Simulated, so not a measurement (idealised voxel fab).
Name of the process module below: voxel double patterning
The cross-section on display is named cut; it measures 150 nm wide, and its cells are 5 nm squares.
Cross-section layout: square cells on a grid; listed as bands, top to bottom; a band spans one or more cell rows. It is stipulated that each band's entry specify, in nanometres, the height of the top of the band and then that of its bottom, followed by the materials of the band in left-to-right sequence, each together with its width in nanometres. A single material marked by the word "edge to edge" is understood to fill the band from edge to edge; the word "blank" is understood to denote empty space. Convention: height 0 is the level below which the wafer, as received, is all one material. The lowest band does not terminate at the bottom but continues downward, represented as "z 0 and below". Width spec "30->40" -> top row of cells at first value, bottom row at second value, equal per-row change in between. "changes: none" for a step: no cell of the cross-section changed in that step. "Closed voids list" means: voids of 8 cells or more that are shut off from the top with no open way through. Written width x height at distance, distance from the left edge, in nm. Where a step's line continues beyond its settings, the continuation is a remark by the simulator itself on that step. overlay nm: where the mask lay relative to plan, measured to the right, on steps with a mask; negatives go left.

Steps planned for the process:
1) RECEIVE: material Si
2) CONFORMAL_DEP: material SiN, thk nm 5
3) DIRECTIONAL_DEP: material SiO2, thk nm 20
4) DIRECTIONAL_DEP: material SiCN, thk nm 5
5) DIRECTIONAL_DEP: material aC, thk nm 10
6) PATTERN: tone open, mask id FIRST, material resist, width nm 15, pitch nm 50, thk nm 25, overlay nm 0
7) DIRECTIONAL_ETCH: etch materials aC, depth nm 10
8) STRIP: etch materials resist
9) DIRECTIONAL_ETCH: etch materials SiCN, depth nm 5
10) STRIP: etch materials aC
11) PATTERN: tone open, mask id SECOND, material resist, width nm 15, pitch nm 50, thk nm 15, overlay nm -15
12) DIRECTIONAL_ETCH: etch materials SiCN, depth nm 5
13) STRIP: etch materials resist
14) DIRECTIONAL_ETCH: etch materials SiO2, depth nm 20
15) STRIP: etch materials SiCN
varied across the wafers: overlay nm of step 11. The plan shows the first wafer's value. All wafers start alike

So this is the first of several wafers, cross-sectioned as it came to us, meaning it's at the end of step 1:
- z 0 and below | Si edge to edge
- Closed voids list: none

Take a look at the first of several wafers in cross-section: the module is done, and step 15 was its last step:
- z 25 to 5 | 15 nm SiO2, 25 nm blank, 25 nm SiO2, 25 nm blank, 25 nm SiO2, 15 nm blank, 20 nm SiO2
- z 5 to 0 | SiN edge to edge
- z 0 and below | Si edge to edge
- Closed voids list: none

X-section, last wafer, module end:
- z 25 to 5 | 15 nm SiO2, 15 nm blank, 25 nm SiO2, 25 nm blank, 25 nm SiO2, 25 nm blank, 20 nm SiO2
- z 5 to 0 | SiN edge to edge
- z 0 and below | Si edge to edge
- Closed voids list: none

Per-wafer rows below. For each material: cells gained (+) or lost (-) since the wafer was received, as of end of module. Then: closed voids:
overlay nm -15 | +30 SiN | +68 SiO2 | Closed voids list: none
overlay nm -10 | +30 SiN | +60 SiO2 | Closed voids list: none
overlay nm -5 | +30 SiN | +60 SiO2 | Closed voids list: none
overlay nm 0 | +30 SiN | +60 SiO2 | Closed voids list: none
overlay nm 5 | +30 SiN | +60 SiO2 | Closed voids list: none
overlay nm 10 | +30 SiN | +60 SiO2 | Closed voids list: none
overlay nm 15 | +30 SiN | +68 SiO2 | Closed voids list: none
